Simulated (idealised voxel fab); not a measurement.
A process module follows: voxel capacitor over wiring.
We display cut, a cross-section 215 nm in width whose square cells are each 5 nm.
How to read a cross-section here: the picture is a grid of square cells, written as bands going from the top down, and any band can span one or more rows of cells. Look at the band entry: it leads with the top's height and the bottom's height in nm. Then it lists the materials left to right, with a width in nm for each. The word "everywhere" on a single material says that material fills the band edge to edge. The word "air" is empty space. Beneath 0, the wafer as received is one material, and that level is where height counting begins. The lowest band goes on downward without a bottom; it is written like "0 down". Graded width ("30->40"): value in top row of band = first number; value in bottom row = second number; row-to-row change constant. For the purposes of this document, the phrase "identical to before" attached to a step denotes that no cell within the cross-section was modified by that step. You'll see "Closed empty spaces" listing empty spaces that have no way open to the top, as long as they're 8 cells or more; the notation is width x height at distance, where the distance is from the left edge, and all of it is in nm. On a step's line, text after the settings is the simulator commenting on that step. The line of a step may include "overlay nm". On a step with a mask, this value is how far to the right of its planned place the mask lay. A negative value means the mask lay to the left.
## Intended process steps
1: op RECEIVE | material Si
2: op CONFORMAL_DEP | material SiO2 | thk nm 15
3: op CONFORMAL_DEP | material SiN | thk nm 5
4: op DIRECTIONAL_DEP | material lowk | thk nm 20
5: op MASKED_ETCH | tone open | mask id METAL_1 | width nm 25 | pitch nm 95 | etch materials lowk | depth nm 20 | overlay nm 0
6: op MASKED_ETCH | tone open | mask id METAL_1 | width nm 25 | pitch nm 95 | etch materials SiN | depth nm 5 | overlay nm 0
7: op CONFORMAL_DEP | material TiN | thk nm 5
8: op FILL_DEP | material W | thk nm 5
9: op CMP | height nm 40
10: op EPI | material Ru | thk nm 5
11: op FILL_DEP | material SiCN | thk nm 5
12: op DIRECTIONAL_DEP | material SiO2 | thk nm 10
13: op PATTERN | tone open | mask id PLUG_1 | material resist | width nm 15 | thk nm 15 | overlay nm 0
14: op DIRECTIONAL_ETCH | etch materials SiO2 | depth nm 10
15: op DIRECTIONAL_ETCH | etch materials SiCN | depth nm 5
16: op STRIP | etch materials resist
17: op CONFORMAL_DEP | material TiN | thk nm 5
18: op FILL_DEP | material Ru | thk nm 5
19: op CMP | height nm 60
20: op DIRECTIONAL_DEP | material TiN | thk nm 10
21: op DIRECTIONAL_DEP | material HfO2 | thk nm 5
22: op DIRECTIONAL_DEP | material TiN | thk nm 10
23: op DIRECTIONAL_DEP | material aC | thk nm 10
24: op PATTERN | tone cover | mask id UPPER_PLATE | material resist | width nm 75 | thk nm 25 | overlay nm 0
25: op DIRECTIONAL_ETCH | etch materials aC | depth nm 10
26: op STRIP | etch materials resist
27: op DIRECTIONAL_ETCH | etch materials TiN | depth nm 10
28: op DIRECTIONAL_ETCH | etch materials HfO2 | depth nm 5
29: op STRIP | etch materials aC
30: op MASKED_ETCH | tone cover | mask id LOWER_PLATE | width nm 85 | etch materials TiN | depth nm 10 | overlay nm 0
31: op FILL_DEP | material SiO2 | thk nm 20
32: op CMP | height nm 100
33: op PATTERN | tone open | mask id PLUG_2 | material resist | width nm 15 | thk nm 20 | overlay nm 0
34: op DIRECTIONAL_ETCH | etch materials SiO2 | depth nm 15
35: op STRIP | etch materials resist
36: op CONFORMAL_DEP | material TiN | thk nm 5
37: op FILL_DEP | material Ru | thk nm 5
38: op CMP | height nm 100
39: op CONFORMAL_DEP | material SiN | thk nm 5
## First of the two wafers, run per plan
## The cross-section here shows the wafer as received, i.e. in its state after step 1
- 0 down: Si everywhere
- Closed empty spaces: none
## You're looking at a cross-section of the wafer after step 2
- 15 to 0: SiO2 everywhere
- Unchanged below 0.
## You're looking at a cross-section of the wafer after step 3
- 20 to 15: SiN everywhere
- Unchanged below 15.
## You're looking at a cross-section of the wafer after step 4
- 40 to 20: lowk everywhere
- Unchanged below 20.
## You're looking at a cross-section of the wafer after step 5
- 40 to 20: 45 nm lowk; 25 nm air; 70 nm lowk; 25 nm air; 50 nm lowk
- Unchanged below 20.
## You're looking at a cross-section of the wafer after step 6
- 40 to 20: 45 nm lowk; 25 nm air; 70 nm lowk; 25 nm air; 50 nm lowk
- 20 to 15: 45 nm SiN; 25 nm air; 70 nm SiN; 25 nm air; 50 nm SiN
- Unchanged below 15.
## You're looking at a cross-section of the wafer after step 7
- 45 to 40: 50 nm TiN; 15 nm air; 80 nm TiN; 15 nm air; 55 nm TiN
- 40 to 20: 45 nm lowk; 5 nm TiN; 15 nm air; 5 nm TiN; 70 nm lowk; 5 nm TiN; 15 nm air; 5 nm TiN; 50 nm lowk
- 20 to 15: 45 nm SiN; 25 nm TiN; 70 nm SiN; 25 nm TiN; 50 nm SiN
- Unchanged below 15.
## You're looking at a cross-section of the wafer after step 8
- 50 to 45: W everywhere
- 45 to 40: 50 nm TiN; 15 nm W; 80 nm TiN; 15 nm W; 55 nm TiN
- 40 to 20: 45 nm lowk; 5 nm TiN; 15 nm W; 5 nm TiN; 70 nm lowk; 5 nm TiN; 15 nm W; 5 nm TiN; 50 nm lowk
- Unchanged below 20.
## You're looking at a cross-section of the wafer after step 9
- 40 to 20: 45 nm lowk; 5 nm TiN; 15 nm W; 5 nm TiN; 70 nm lowk; 5 nm TiN; 15 nm W; 5 nm TiN; 50 nm lowk
- Unchanged below 20.
## You're looking at a cross-section of the wafer after step 10
- 45 to 40: 40 nm air; 35 nm Ru; 60 nm air; 35 nm Ru; 45 nm air
- Unchanged below 40.
## You're looking at a cross-section of the wafer after step 11
- 50 to 45: SiCN everywhere
- 45 to 40: 40 nm SiCN; 35 nm Ru; 60 nm SiCN; 35 nm Ru; 45 nm SiCN
- Unchanged below 40.
## You're looking at a cross-section of the wafer after step 12
- 60 to 50: SiO2 everywhere
- Unchanged below 50.
## You're looking at a cross-section of the wafer after step 13
- 75 to 60: 55 nm resist; 15 nm air; 145 nm resist
- Unchanged below 60.
## You're looking at a cross-section of the wafer after step 14
- 75 to 60: 55 nm resist; 15 nm air; 145 nm resist
- 60 to 50: 55 nm SiO2; 15 nm air; 145 nm SiO2
- Unchanged below 50.
## You're looking at a cross-section of the wafer after step 15
- 75 to 60: 55 nm resist; 15 nm air; 145 nm resist
- 60 to 50: 55 nm SiO2; 15 nm air; 145 nm SiO2
- 50 to 45: 55 nm SiCN; 15 nm air; 145 nm SiCN
- Unchanged below 45.
## You're looking at a cross-section of the wafer after step 16
- 60 to 50: 55 nm SiO2; 15 nm air; 145 nm SiO2
- Unchanged below 50.
## You're looking at a cross-section of the wafer after step 17
- 65 to 60: 60 nm TiN; 5 nm air; 150 nm TiN
- 60 to 50: 55 nm SiO2; 5 nm TiN; 5 nm air; 5 nm TiN; 145 nm SiO2
- 50 to 45: 55 nm SiCN; 15 nm TiN; 145 nm SiCN
- Unchanged below 45.
## You're looking at a cross-section of the wafer after step 18
- 70 to 65: Ru everywhere
- 65 to 60: 60 nm TiN; 5 nm Ru; 150 nm TiN
- 60 to 50: 55 nm SiO2; 5 nm TiN; 5 nm Ru; 5 nm TiN; 145 nm SiO2
- Unchanged below 50.
## You're looking at a cross-section of the wafer after step 19
- 60 to 50: 55 nm SiO2; 5 nm TiN; 5 nm Ru; 5 nm TiN; 145 nm SiO2
- Unchanged below 50.
## You're looking at a cross-section of the wafer after step 20
- 70 to 60: TiN everywhere
- Unchanged below 60.
## You're looking at a cross-section of the wafer after step 21
- 75 to 70: HfO2 everywhere
- Unchanged below 70.
## You're looking at a cross-section of the wafer after step 22
- 85 to 75: TiN everywhere
- Unchanged below 75.
## You're looking at a cross-section of the wafer after step 23
- 95 to 85: aC everywhere
- Unchanged below 85.
## You're looking at a cross-section of the wafer after step 24
- 120 to 95: 55 nm air; 75 nm resist; 85 nm air
- Unchanged below 95.
## You're looking at a cross-section of the wafer after step 25
- 110 to 95: 55 nm air; 75 nm resist; 85 nm air
- 95 to 85: 55 nm air; 75 nm aC; 85 nm air
- Unchanged below 85.
## You're looking at a cross-section of the wafer after step 26
- 95 to 85: 55 nm air; 75 nm aC; 85 nm air
- Unchanged below 85.
## You're looking at a cross-section of the wafer after step 27
- 95 to 85: 55 nm air; 75 nm aC; 85 nm air
- 85 to 75: 55 nm air; 75 nm TiN; 85 nm air
- Unchanged below 75.
## You're looking at a cross-section of the wafer after step 28
- 95 to 85: 55 nm air; 75 nm aC; 85 nm air
- 85 to 75: 55 nm air; 75 nm TiN; 85 nm air
- 75 to 70: 55 nm air; 75 nm HfO2; 85 nm air
- Unchanged below 70.
## You're looking at a cross-section of the wafer after step 29
- 85 to 75: 55 nm air; 75 nm TiN; 85 nm air
- Unchanged below 75.
## You're looking at a cross-section of the wafer after step 30
- 85 to 75: 55 nm air; 75 nm TiN; 85 nm air
- 75 to 70: 55 nm air; 75 nm HfO2; 85 nm air
- 70 to 60: 50 nm air; 85 nm TiN; 80 nm air
- Unchanged below 60.
## You're looking at a cross-section of the wafer after step 31
- 105 to 85: SiO2 everywhere
- 85 to 75: 55 nm SiO2; 75 nm TiN; 85 nm SiO2
- 75 to 70: 55 nm SiO2; 75 nm HfO2; 85 nm SiO2
- 70 to 60: 50 nm SiO2; 85 nm TiN; 80 nm SiO2
- Unchanged below 60.
## You're looking at a cross-section of the wafer after step 32
- 100 to 85: SiO2 everywhere
- Unchanged below 85.
## You're looking at a cross-section of the wafer after step 33
- 120 to 100: 65 nm resist; 15 nm air; 135 nm resist
- Unchanged below 100.
## You're looking at a cross-section of the wafer after step 34
- 120 to 100: 65 nm resist; 15 nm air; 135 nm resist
- 100 to 85: 65 nm SiO2; 15 nm air; 135 nm SiO2
- Unchanged below 85.
## You're looking at a cross-section of the wafer after step 35
- 100 to 85: 65 nm SiO2; 15 nm air; 135 nm SiO2
- Unchanged below 85.
## You're looking at a cross-section of the wafer after step 36
- 105 to 100: 70 nm TiN; 5 nm air; 140 nm TiN
- 100 to 90: 65 nm SiO2; 5 nm TiN; 5 nm air; 5 nm TiN; 135 nm SiO2
- 90 to 85: 65 nm SiO2; 15 nm TiN; 135 nm SiO2
- Unchanged below 85.
## You're looking at a cross-section of the wafer after step 37
- 110 to 105: Ru everywhere
- 105 to 100: 70 nm TiN; 5 nm Ru; 140 nm TiN
- 100 to 90: 65 nm SiO2; 5 nm TiN; 5 nm Ru; 5 nm TiN; 135 nm SiO2
- Unchanged below 90.
## You're looking at a cross-section of the wafer after step 38
- 100 to 90: 65 nm SiO2; 5 nm TiN; 5 nm Ru; 5 nm TiN; 135 nm SiO2
- Unchanged below 90.
## You're looking at a cross-section of the wafer after step 39
- 105 to 100: SiN everywhere
- Unchanged below 100.
## Second Wafer (Identical Start and Plan, One Processing Error; Matches First Wafer Through Step 20)
Cross-section of the second wafer at the time step 21 of the plan should have ended: identical to before
## Cross-section of the second wafer at the time step 22 of the plan should have ended
- 80 to 60: TiN everywhere
- Unchanged below 60.
## Cross-section of the second wafer at the time step 23 of the plan should have ended
- 90 to 80: aC everywhere
- Unchanged below 80.
## Cross-section of the second wafer at the time step 24 of the plan should have ended
- 115 to 90: 55 nm air; 75 nm resist; 85 nm air
- Unchanged below 90.
## Cross-section of the second wafer at the time step 25 of the plan should have ended
- 105 to 90: 55 nm air; 75 nm resist; 85 nm air
- 90 to 80: 55 nm air; 75 nm aC; 85 nm air
- Unchanged below 80.
## Cross-section of the second wafer at the time step 26 of the plan should have ended
- 90 to 80: 55 nm air; 75 nm aC; 85 nm air
- Unchanged below 80.
## Cross-section of the second wafer at the time step 27 of the plan should have ended
- 90 to 80: 55 nm air; 75 nm aC; 85 nm air
- 80 to 70: 55 nm air; 75 nm TiN; 85 nm air
- Unchanged below 70.
Cross-section of the second wafer at the time step 28 of the plan should have ended: identical to before
## Cross-section of the second wafer at the time step 29 of the plan should have ended
- 80 to 70: 55 nm air; 75 nm TiN; 85 nm air
- Unchanged below 70.
## Cross-section of the second wafer at the time step 30 of the plan should have ended
- 80 to 70: 55 nm air; 75 nm TiN; 85 nm air
- 70 to 60: 50 nm air; 85 nm TiN; 80 nm air
- Unchanged below 60.
## Cross-section of the second wafer at the time step 31 of the plan should have ended
- 100 to 80: SiO2 everywhere
- 80 to 70: 55 nm SiO2; 75 nm TiN; 85 nm SiO2
- 70 to 60: 50 nm SiO2; 85 nm TiN; 80 nm SiO2
- Unchanged below 60.
Cross-section of the second wafer at the time step 32 of the plan should have ended: identical to before
## Cross-section of the second wafer at the time step 33 of the plan should have ended
- 120 to 100: 65 nm resist; 15 nm air; 135 nm resist
- Unchanged below 100.
## Cross-section of the second wafer at the time step 34 of the plan should have ended
- 120 to 100: 65 nm resist; 15 nm air; 135 nm resist
- 100 to 85: 65 nm SiO2; 15 nm air; 135 nm SiO2
- Unchanged below 85.
## Cross-section of the second wafer at the time step 35 of the plan should have ended
- 100 to 85: 65 nm SiO2; 15 nm air; 135 nm SiO2
- Unchanged below 85.
## Cross-section of the second wafer at the time step 36 of the plan should have ended
- 105 to 100: 70 nm TiN; 5 nm air; 140 nm TiN
- 100 to 90: 65 nm SiO2; 5 nm TiN; 5 nm air; 5 nm TiN; 135 nm SiO2
- 90 to 85: 65 nm SiO2; 15 nm TiN; 135 nm SiO2
- Unchanged below 85.
## Cross-section of the second wafer at the time step 37 of the plan should have ended
- 110 to 105: Ru everywhere
- 105 to 100: 70 nm TiN; 5 nm Ru; 140 nm TiN
- 100 to 90: 65 nm SiO2; 5 nm TiN; 5 nm Ru; 5 nm TiN; 135 nm SiO2
- Unchanged below 90.
## Cross-section of the second wafer at the time step 38 of the plan should have ended
- 100 to 90: 65 nm SiO2; 5 nm TiN; 5 nm Ru; 5 nm TiN; 135 nm SiO2
- Unchanged below 90.
## Cross-section of the second wafer at the time step 39 of the plan should have ended
- 105 to 100: SiN everywhere
- Unchanged below 100.
Against the plan, the run slipped here: step 21 from the plan never happened, it was just skipped
Per the end-of-run cell counts, the second wafer holds more or fewer of some materials than the first: 15 fewer of HfO2, 15 more of SiO2
